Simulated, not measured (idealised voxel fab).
The following process module bears the name voxel wiring stack.
FYI the section here is cut, 265 nm wide, cells are 5 nm squares.
Cross-section = grid of square cells, listed top down in bands; band = one or more rows.
Read a band's entry like this: the first values are the height of its top and the height of its bottom in nm, and what follows is the sequence of materials from left to right, each with its width in nm. Note that "blank" is empty space, and that a single material marked "full width" reaches across the band from edge to edge.
A quick word on heights: they are counted from 0, and under that level the wafer as it came to us is one material throughout. The lowest band is different from the rest in having no bottom; it simply continues downward, written as in "0 -> down".
Note: "30->40" means the width goes from the first number (top row of the band) to the second number (bottom row) in equal steps per row of cells.
Key: "no modification" - step with no changed cell in the cross-section.
You'll see "Enclosed internal voids" listing empty spaces that have no way open to the top, as long as they're 8 cells or more; the notation is width x height at distance, where the distance is from the left edge, and all of it is in nm.
Post-settings text on a step line: simulator's own remark regarding the step.
overlay nm: how far to the right of its planned place the mask lay on this masked step (negative: to the left).

**This section lists the process steps that were planned**
1: op RECEIVE | material Si
2: op CONFORMAL_DEP | material SiO2 | thk nm 10
3: op CONFORMAL_DEP | material SiCN | thk nm 5
4: op DIRECTIONAL_DEP | material lowk | thk nm 25
5: op PATTERN | tone open | mask id METAL_1 | material resist | width nm 20 | pitch nm 45 | thk nm 20 | overlay nm 0
6: op DIRECTIONAL_ETCH | etch materials lowk | depth nm 25
7: op DIRECTIONAL_ETCH | etch materials SiCN | depth nm 5
8: op STRIP | etch materials resist
9: op CONFORMAL_DEP | material TiN | thk nm 5
10: op FILL_DEP | material Cu | thk nm 10
11: op CMP | height nm 40
12: op CONFORMAL_DEP | material SiCN | thk nm 5
13: op DIRECTIONAL_DEP | material lowk | thk nm 30
14: op MASKED_ETCH | tone open | mask id METAL_2 | width nm 20 | pitch nm 45 | etch materials lowk | depth nm 15 | overlay nm 0
15: op DIRECTIONAL_DEP | material aC | thk nm 10
16: op PATTERN | tone open | mask id METAL_2_HOLES | material resist | width nm 15 | pitch nm 45 | thk nm 30 | overlay nm 0
17: op DIRECTIONAL_ETCH | etch materials aC | depth nm 10
18: op STRIP | etch materials resist
19: op DIRECTIONAL_ETCH | etch materials lowk | depth nm 15
20: op DIRECTIONAL_ETCH | etch materials SiCN | depth nm 5
21: op STRIP | etch materials aC
22: op CONFORMAL_DEP | material TiN | thk nm 5
23: op FILL_DEP | material Cu | thk nm 10
24: op CMP | height nm 75
25: op CONFORMAL_DEP | material SiCN | thk nm 5
26: op DIRECTIONAL_DEP | material SiO2 | thk nm 15
27: op DIRECTIONAL_DEP | material aC | thk nm 15
28: op PATTERN | tone open | mask id PLUG_2 | material resist | width nm 15 | pitch nm 90 | thk nm 35 | overlay nm 0
29: op DIRECTIONAL_ETCH | etch materials aC | depth nm 15
30: op STRIP | etch materials resist
31: op DIRECTIONAL_ETCH | etch materials SiO2 | depth nm 15
32: op DIRECTIONAL_ETCH | etch materials SiCN | depth nm 5
33: op STRIP | etch materials aC
34: op EPI | material Ru | thk nm 10
35: op EPI | material Ru | thk nm 10
36: op DIRECTIONAL_DEP | material TiN | thk nm 5
37: op DIRECTIONAL_DEP | material Ru | thk nm 25
38: op MASKED_ETCH | tone cover | mask id METAL_3 | width nm 20 | pitch nm 45 | etch materials Ru | depth nm 25 | overlay nm 0
39: op MASKED_ETCH | tone cover | mask id METAL_3 | width nm 20 | pitch nm 45 | etch materials TiN | depth nm 5 | overlay nm 0
40: op FILL_DEP | material SiO2 | thk nm 10
41: op CMP | height nm 125
42: op CONFORMAL_DEP | material SiCN | thk nm 5
43: op DIRECTIONAL_DEP | material lowk | thk nm 25
44: op MASKED_ETCH | tone open | mask id METAL_4_HOLES | width nm 15 | pitch nm 45 | etch materials lowk | depth nm 25 | overlay nm 0
45: op PATTERN | tone open | mask id METAL_4 | material resist | width nm 20 | pitch nm 45 | thk nm 15 | overlay nm 0
46: op DIRECTIONAL_ETCH | etch materials lowk | depth nm 15
47: op DIRECTIONAL_ETCH | etch materials SiCN | depth nm 5
48: op STRIP | etch materials resist
49: op CONFORMAL_DEP | material TiN | thk nm 5
50: op FILL_DEP | material Cu | thk nm 10
51: op CMP | height nm 155
52: op CONFORMAL_DEP | material SiN | thk nm 5

**So this is the incoming wafer in cross-section - it's already been through step 1**
0 -> down: Si full width
Enclosed internal voids: none

**Starting wafer: above. Plan: above. Run: one mistake. Cross-section after the module: below**
160 -> 155: SiN full width
155 -> 145: lowk 55 | Ru 5 | Cu 10 | Ru 5 | lowk 25 | Ru 5 | Cu 10 | Ru 5 | lowk 25 | Ru 5 | Cu 10 | Ru 5 | lowk 25 | Ru 5 | Cu 10 | Ru 5 | lowk 55
145 -> 140: lowk 55 | Ru 5 | Cu 5 | Ru 10 | lowk 25 | Ru 5 | Cu 5 | Ru 10 | lowk 25 | Ru 5 | Cu 5 | Ru 10 | lowk 25 | Ru 5 | Cu 5 | Ru 10 | lowk 55
140 -> 130: lowk 55 | Ru 5 | Cu 5 | Ru 5 | lowk 30 | Ru 5 | Cu 5 | Ru 5 | lowk 30 | Ru 5 | Cu 5 | Ru 5 | lowk 30 | Ru 5 | Cu 5 | Ru 5 | lowk 60
130 -> 125: SiCN 55 | Ru 15 | SiCN 30 | Ru 15 | SiCN 30 | Ru 15 | SiCN 30 | Ru 15 | SiCN 60
125 -> 100: SiO2 55 | Ru 20 | SiO2 25 | Ru 20 | SiO2 25 | Ru 20 | SiO2 25 | Ru 20 | SiO2 55
100 -> 95: SiO2 55 | TiN 20 | SiO2 25 | TiN 20 | SiO2 25 | TiN 20 | SiO2 25 | TiN 20 | SiO2 55
95 -> 80: SiO2 55 | Ru 15 | SiO2 75 | Ru 15 | SiO2 105
80 -> 75: SiCN 55 | Ru 15 | SiCN 75 | Ru 15 | SiCN 105
75 -> 65: lowk 55 | TiN 5 | Cu 10 | TiN 5 | lowk 25 | TiN 5 | Cu 10 | TiN 5 | lowk 25 | TiN 5 | Cu 10 | TiN 5 | lowk 25 | TiN 5 | Cu 10 | TiN 5 | lowk 55
65 -> 60: lowk 55 | TiN 5 | Cu 5 | TiN 10 | lowk 25 | TiN 5 | Cu 5 | TiN 10 | lowk 25 | TiN 5 | Cu 5 | TiN 10 | lowk 25 | TiN 5 | Cu 5 | TiN 10 | lowk 55
60 -> 45: lowk 55 | TiN 5 | Cu 5 | TiN 5 | lowk 30 | TiN 5 | Cu 5 | TiN 5 | lowk 30 | TiN 5 | Cu 5 | TiN 5 | lowk 30 | TiN 5 | Cu 5 | TiN 5 | lowk 60
45 -> 40: SiCN 55 | TiN 15 | SiCN 30 | TiN 15 | SiCN 30 | TiN 15 | SiCN 30 | TiN 15 | SiCN 60
40 -> 15: lowk 55 | TiN 5 | Cu 10 | TiN 5 | lowk 25 | TiN 5 | Cu 10 | TiN 5 | lowk 25 | TiN 5 | Cu 10 | TiN 5 | lowk 25 | TiN 5 | Cu 10 | TiN 5 | lowk 55
15 -> 10: SiCN 55 | TiN 20 | SiCN 25 | TiN 20 | SiCN 25 | TiN 20 | SiCN 25 | TiN 20 | SiCN 55
10 -> 0: SiO2 full width
0 -> down: Si full width
Enclosed internal voids: none
Heads up, the wafer didn't run the way we planned it: step 49, actual vs plan mismatch, actual run op CONFORMAL_DEP | material Ru | thk nm 5
